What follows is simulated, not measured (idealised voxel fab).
Title: Process Module voxel local oxidation
The cross-section shown here is cut; it is 205 nm wide and divided into square cells measuring 5 nm on a side.
Bands, listed from the top down, are how a cross-section gets written in this document; the cross-section itself is a grid of square cells, and a band is one or more rows of them. This entry defines a band. It first specifies the height of the band's top and the height of its bottom in nm, and then specifies the band's materials from left to right, stating each material with its width in nm. The word "edge to edge" identifies a single material that fills the band from edge to edge, while the word "blank" identifies empty space. The level at which height equals 0 is the one under which the wafer, as it arrives, is entirely one material. No lower edge exists for the bottom band, which continues downward and is notated as in "0..down". Graded width ("30..40"): value in top row of band = first number; value in bottom row = second number; row-to-row change constant. You'll sometimes find "no alterations made" written for a step, and that's the way of saying that nowhere in the cross-section did a cell change during that step. For the entry "Enclosed void listing", the listed items are empty spaces with no open way to the top whose size is 8 cells or more; each item follows the pattern width x height at distance, where distance is from the left edge and all three are in nm. Post-settings text on a step line: simulator's own remark regarding the step. The "overlay nm" setting may appear on a step's line; for a step that uses a mask, it gives how far to the right of its planned position the mask lay, and a negative value indicates the left.

**Steps planned for the process**
1: RECEIVE, material Si
2: OXIDIZE, depth nm 5
3: CONFORMAL_DEP, material SiN, thk nm 10
4: MASKED_ETCH, tone cover, mask id ACTIVE, width nm 105, etch materials SiN, depth nm 10, overlay nm 0
5: SELECTIVE_ETCH, etch materials SiO2, depth nm 5
6: OXIDIZE, depth nm 10
7: STRIP, etch materials SiN

**Wafer cross-section on receipt, i.e. after step 1**
    0..down = Si edge to edge
    Enclosed void listing: none

**First of two wafers, end-of-module section, run followed plan**
    0..-5 = blank=55; SiO2=95; blank=55
    -5..-15 = SiO2=65; Si=75; SiO2=65
    -15..down = Si edge to edge
    Enclosed void listing: none

**End of module, second wafer, cross-section. Started like the first, planned like the first, run with one mistake**
    -5..-15 = blank=65; Si=75; blank=65
    -15..down = Si edge to edge
    Enclosed void listing: none
Plan not followed: heads up, step 7 didn't go per plan, it actually ran as STRIP, etch materials SiO2
The final cell counts differ between the wafers, with the second having more or fewer of some materials than the first: -71 SiO2
